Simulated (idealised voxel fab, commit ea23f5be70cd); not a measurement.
Name of the process module below: voxel air gaps
It is cross-section cut that appears here, measuring 220 nm in width, its square cells being 5 nm in size.
Bands, listed from the top down, are how a cross-section gets written in this document; the cross-section itself is a grid of square cells, and a band is one or more rows of them.
Basically the band line says how high the top is and how high the bottom is, in nm, and then what's in it from left to right, every material with its width in nm. Empty space shows up as "air", and if a single material carries "throughout" it runs the full band edge to edge.
Heights from 0 (as-received wafer is one material below). Bottom band endless downward, as "top 0, no bottom".
Width "30..40": first value at the band's top row of cells, second value at its bottom row, equal change from row to row.
Take "all unchanged" at face value: in the step it is given for, the cross-section changed in none of its cells.
What "Closed internal voids" gives you is every empty space of 8 cells or more that is cut off from the top. Each appears as width x height at distance, with the distance taken from the left edge and width, height and distance all in nm.
after a step's settings: what the simulator itself notes on the step
overlay nm, on a step with a mask: how far to the right of its planned place the mask lay; to the left if negative
[The process steps that were planned are listed below]
- 1: RECEIVE | material Si
- 2: CONFORMAL_DEP | material SiO2 | thk nm 10
- 3: CONFORMAL_DEP | material SiN | thk nm 5
- 4: DIRECTIONAL_DEP | material SiO2 | thk nm 40
- 5: MASKED_ETCH | tone open | mask id LINES | width nm 15 | pitch nm 40 | etch materials SiO2 | depth nm 40 | overlay nm 0
- 6: CONFORMAL_DEP | material TiN | thk nm 5
- 7: FILL_DEP | material Ru | thk nm 5
- 8: CMP | height nm 55
- 9: EPI | material Ru | thk nm 10
- 10: SELECTIVE_ETCH | etch materials SiO2 | depth nm 50
- 11: CONFORMAL_DEP | material SiCN | thk nm 5
[First of two wafers - as planned]
[The cross-section here shows the wafer as received, i.e. in its state after step 1]
> top 0, no bottom = Si throughout
> Closed internal voids: none
[The wafer in cross-section once step 2 is complete]
> top 10, bottom 0 = SiO2 throughout
> Anything lower than 0 is untouched.
[The wafer in cross-section once step 3 is complete]
> top 15, bottom 10 = SiN throughout
> Anything lower than 10 is untouched.
[The wafer in cross-section once step 4 is complete]
> top 55, bottom 15 = SiO2 throughout
> Anything lower than 15 is untouched.
[The wafer in cross-section once step 5 is complete]
> top 55, bottom 15 = 60 nm SiO2 / 15 nm air / 25 nm SiO2 / 15 nm air / 25 nm SiO2 / 15 nm air / 65 nm SiO2
> Anything lower than 15 is untouched.
[The wafer in cross-section once step 6 is complete]
> top 60, bottom 55 = 65 nm TiN / 5 nm air / 35 nm TiN / 5 nm air / 35 nm TiN / 5 nm air / 70 nm TiN
> top 55, bottom 20 = 60 nm SiO2 / 5 nm TiN / 5 nm air / 5 nm TiN / 25 nm SiO2 / 5 nm TiN / 5 nm air / 5 nm TiN / 25 nm SiO2 / 5 nm TiN / 5 nm air / 5 nm TiN / 65 nm SiO2
> top 20, bottom 15 = 60 nm SiO2 / 15 nm TiN / 25 nm SiO2 / 15 nm TiN / 25 nm SiO2 / 15 nm TiN / 65 nm SiO2
> Anything lower than 15 is untouched.
[The wafer in cross-section once step 7 is complete]
> top 65, bottom 60 = Ru throughout
> top 60, bottom 55 = 65 nm TiN / 5 nm Ru / 35 nm TiN / 5 nm Ru / 35 nm TiN / 5 nm Ru / 70 nm TiN
> top 55, bottom 20 = 60 nm SiO2 / 5 nm TiN / 5 nm Ru / 5 nm TiN / 25 nm SiO2 / 5 nm TiN / 5 nm Ru / 5 nm TiN / 25 nm SiO2 / 5 nm TiN / 5 nm Ru / 5 nm TiN / 65 nm SiO2
> Anything lower than 20 is untouched.
[The wafer in cross-section once step 8 is complete]
> top 55, bottom 20 = 60 nm SiO2 / 5 nm TiN / 5 nm Ru / 5 nm TiN / 25 nm SiO2 / 5 nm TiN / 5 nm Ru / 5 nm TiN / 25 nm SiO2 / 5 nm TiN / 5 nm Ru / 5 nm TiN / 65 nm SiO2
> Anything lower than 20 is untouched.
[The wafer in cross-section once step 9 is complete]
> top 65, bottom 55 = 50 nm air / 35 nm Ru / 5 nm air / 35 nm Ru / 5 nm air / 35 nm Ru / 55 nm air
> Anything lower than 55 is untouched.
[The wafer in cross-section once step 10 is complete]
> top 65, bottom 55 = 50 nm air / 35 nm Ru / 5 nm air / 35 nm Ru / 5 nm air / 35 nm Ru / 55 nm air
> top 55, bottom 20 = 60 nm air / 5 nm TiN / 5 nm Ru / 5 nm TiN / 25 nm air / 5 nm TiN / 5 nm Ru / 5 nm TiN / 25 nm air / 5 nm TiN / 5 nm Ru / 5 nm TiN / 65 nm air
> top 20, bottom 15 = 60 nm air / 15 nm TiN / 25 nm air / 15 nm TiN / 25 nm air / 15 nm TiN / 65 nm air
> Anything lower than 15 is untouched.
[The wafer in cross-section once step 11 is complete]
> top 70, bottom 65 = 45 nm air / 125 nm SiCN / 50 nm air
> top 65, bottom 55 = 45 nm air / 5 nm SiCN / 35 nm Ru / 5 nm SiCN / 35 nm Ru / 5 nm SiCN / 35 nm Ru / 5 nm SiCN / 50 nm air
> top 55, bottom 50 = 45 nm air / 15 nm SiCN / 5 nm TiN / 5 nm Ru / 5 nm TiN / 25 nm SiCN / 5 nm TiN / 5 nm Ru / 5 nm TiN / 25 nm SiCN / 5 nm TiN / 5 nm Ru / 5 nm TiN / 15 nm SiCN / 50 nm air
> top 50, bottom 20 = 55 nm air / 5 nm SiCN / 5 nm TiN / 5 nm Ru / 5 nm TiN / 5 nm SiCN / 15 nm air / 5 nm SiCN / 5 nm TiN / 5 nm Ru / 5 nm TiN / 5 nm SiCN / 15 nm air / 5 nm SiCN / 5 nm TiN / 5 nm Ru / 5 nm TiN / 5 nm SiCN / 60 nm air
> top 20, bottom 15 = 60 nm SiCN / 15 nm TiN / 25 nm SiCN / 15 nm TiN / 25 nm SiCN / 15 nm TiN / 65 nm SiCN
> Anything lower than 15 is untouched.
> Closed internal voids: 15 x 30 at 80; 15 x 30 at 120
[Here the second wafer is described. Its start and its plan were those of the first wafer. Its run contained one mistake. Up to and including step 8, it did exactly what the first wafer did]
[Second wafer cross-section, taken as of the time the plan sets for step 9 to be done]
> top 55, bottom 20 = 60 nm air / 5 nm TiN / 5 nm Ru / 5 nm TiN / 25 nm air / 5 nm TiN / 5 nm Ru / 5 nm TiN / 25 nm air / 5 nm TiN / 5 nm Ru / 5 nm TiN / 65 nm air
> top 20, bottom 15 = 60 nm air / 15 nm TiN / 25 nm air / 15 nm TiN / 25 nm air / 15 nm TiN / 65 nm air
> Anything lower than 15 is untouched.
[Second wafer cross-section, taken as of the time the plan sets for step 10 to be done]
> top 65, bottom 55 = 50 nm air / 35 nm Ru / 5 nm air / 35 nm Ru / 5 nm air / 35 nm Ru / 55 nm air
> top 55, bottom 20 = 50 nm air / 10 nm Ru / 5 nm TiN / 5 nm Ru / 5 nm TiN / 10 nm Ru / 5 nm air / 10 nm Ru / 5 nm TiN / 5 nm Ru / 5 nm TiN / 10 nm Ru / 5 nm air / 10 nm Ru / 5 nm TiN / 5 nm Ru / 5 nm TiN / 10 nm Ru / 55 nm air
> top 20, bottom 15 = 50 nm air / 10 nm Ru / 15 nm TiN / 10 nm Ru / 5 nm air / 10 nm Ru / 15 nm TiN / 10 nm Ru / 5 nm air / 10 nm Ru / 15 nm TiN / 10 nm Ru / 55 nm air
> Anything lower than 15 is untouched.
[Second wafer cross-section, taken as of the time the plan sets for step 11 to be done]
> top 70, bottom 65 = 45 nm air / 125 nm SiCN / 50 nm air
> top 65, bottom 55 = 45 nm air / 5 nm SiCN / 35 nm Ru / 5 nm SiCN / 35 nm Ru / 5 nm SiCN / 35 nm Ru / 5 nm SiCN / 50 nm air
> top 55, bottom 20 = 45 nm air / 5 nm SiCN / 10 nm Ru / 5 nm TiN / 5 nm Ru / 5 nm TiN / 10 nm Ru / 5 nm SiCN / 10 nm Ru / 5 nm TiN / 5 nm Ru / 5 nm TiN / 10 nm Ru / 5 nm SiCN / 10 nm Ru / 5 nm TiN / 5 nm Ru / 5 nm TiN / 10 nm Ru / 5 nm SiCN / 50 nm air
> top 20, bottom 15 = 50 nm SiCN / 10 nm Ru / 15 nm TiN / 10 nm Ru / 5 nm SiCN / 10 nm Ru / 15 nm TiN / 10 nm Ru / 5 nm SiCN / 10 nm Ru / 15 nm TiN / 10 nm Ru / 55 nm SiCN
> Anything lower than 15 is untouched.
Want to know what went wrong? mixed up steps 9 and 10 - ran each in the other's place
Final tally in cells, some materials are higher or lower on the second wafer than on the first: Ru: 96 more | SiCN: 36 fewer
Final observation: first wafer, 2 closed voids; second wafer, 0 closed voids.
